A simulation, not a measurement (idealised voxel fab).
process module | voxel capacitor over wiring
cross-section cut | 235 nm wide | cells 5 nm
A cross-section is a grid of square cells, given in bands from the top down. A band is one or more rows of cells.
Each band's line starts with the height of the band's top and of its bottom, in nm. Then come its materials from left to right, each with its width in nm. One material with "throughout" fills the band from edge to edge. "air" is empty space.
Height 0 is the level under which the wafer as received is all one material. The lowest band goes on downwards, as in "0 down".
A width such as "30 to 40" changes by the same amount from each row of cells to the next, from the band's top row to its bottom row.
"no change" after a step means that no cell of the cross-section changed.
closed voids: empty space of 8 cells or more with no open way to the top, each as width x height at its distance from the left edge, in nm
after a step's settings: what the simulator itself notes on the step
overlay nm, on a step with a mask: how far to the right of its planned place the mask lay; to the left if negative
plan
1 op RECEIVE | material Si
2 op CONFORMAL_DEP | material SiO2 | thk nm 10
3 op CONFORMAL_DEP | material SiCN | thk nm 5
4 op DIRECTIONAL_DEP | material lowk | thk nm 15
5 op MASKED_ETCH | tone open | mask id METAL_1 | width nm 25 | pitch nm 90 | etch materials lowk | depth nm 15 | overlay nm 0
6 op MASKED_ETCH | tone open | mask id METAL_1 | width nm 25 | pitch nm 90 | etch materials SiCN | depth nm 5 | overlay nm 0
7 op CONFORMAL_DEP | material TiN | thk nm 5
8 op FILL_DEP | material Ru | thk nm 5
9 op CMP | height nm 30
10 op CONFORMAL_DEP | material SiCN | thk nm 5
11 op DIRECTIONAL_DEP | material SiO2 | thk nm 10
12 op DIRECTIONAL_DEP | material aC | thk nm 10
13 op PATTERN | tone open | mask id PLUG_1 | material resist | width nm 15 | thk nm 25 | overlay nm 0
14 op DIRECTIONAL_ETCH | etch materials aC | depth nm 10
15 op STRIP | etch materials resist
16 op DIRECTIONAL_ETCH | etch materials SiO2 | depth nm 10
17 op DIRECTIONAL_ETCH | etch materials SiCN | depth nm 5
18 op STRIP | etch materials aC
19 op EPI | material Ru | thk nm 10
20 op EPI | material Ru | thk nm 5
21 op DIRECTIONAL_DEP | material TiN | thk nm 10
22 op DIRECTIONAL_DEP | material Al2O3 | thk nm 5
23 op DIRECTIONAL_DEP | material TiN | thk nm 5
24 op MASKED_ETCH | tone cover | mask id UPPER_PLATE | width nm 70 | etch materials TiN | depth nm 5 | overlay nm 0
25 op MASKED_ETCH | tone cover | mask id UPPER_PLATE | width nm 70 | etch materials Al2O3 | depth nm 5 | overlay nm 0
26 op MASKED_ETCH | tone cover | mask id LOWER_PLATE | width nm 80 | etch materials TiN | depth nm 10 | overlay nm 0
27 op FILL_DEP | material SiO2 | thk nm 20
28 op CMP | height nm 80
29 op MASKED_ETCH | tone open | mask id PLUG_2 | width nm 15 | etch materials SiO2 | depth nm 15 | overlay nm 0
30 op CONFORMAL_DEP | material TiN | thk nm 5
31 op FILL_DEP | material W | thk nm 10
32 op CMP | height nm 80
33 op CONFORMAL_DEP | material SiN | thk nm 5
as received, after step 1
  0 down: Si throughout
  closed voids: none
first wafer at the end, as planned
  85 to 80: SiN throughout
  80 to 70: SiO2 80 | TiN 5 | W 5 | TiN 5 | SiO2 140
  70 to 60: SiO2 80 to 70 | TiN 15 to 70 | SiO2 140 to 95
  60 to 55: SiO2 70 | Al2O3 70 | SiO2 95
  55 to 45: SiO2 65 | TiN 80 | SiO2 90
  45 to 35: SiO2 70 | Ru 15 | SiO2 150
  35 to 30: SiCN 70 | Ru 15 | SiCN 150
  30 to 15: lowk 60 | TiN 5 | Ru 15 | TiN 5 | lowk 65 | TiN 5 | Ru 15 | TiN 5 | lowk 60
  15 to 10: SiCN 60 | TiN 25 | SiCN 65 | TiN 25 | SiCN 60
  10 to 0: SiO2 throughout
  0 down: Si throughout
  closed voids: none
second wafer at the end: like start, like plan, one mistake
  85 to 80: SiN throughout
  80 to 70: SiO2 80 | TiN 5 | W 5 | TiN 5 | SiO2 140
  70 to 60: SiO2 80 to 85 | TiN 15 to 55 | SiO2 140 to 95
  60 to 55: SiO2 70 | TiN 15 | Al2O3 55 | SiO2 95
  55 to 50: SiO2 65 | TiN 5 | Al2O3 15 | TiN 60 | SiO2 90
  50 to 45: SiO2 65 | TiN 80 | SiO2 90
  45 to 40: SiCN 70 | TiN 15 | SiCN 150
  40 to 30: SiO2 throughout
  30 to 15: lowk 60 | TiN 5 | Ru 15 | TiN 5 | lowk 65 | TiN 5 | Ru 15 | TiN 5 | lowk 60
  15 to 10: SiCN 60 | TiN 25 | SiCN 65 | TiN 25 | SiCN 60
  10 to 0: SiO2 throughout
  0 down: Si throughout
  closed voids: none
what went wrong: steps 10 and 11 were swapped
at the end the second wafer has, in cells: 9 fewer of Ru | 9 more of SiO2
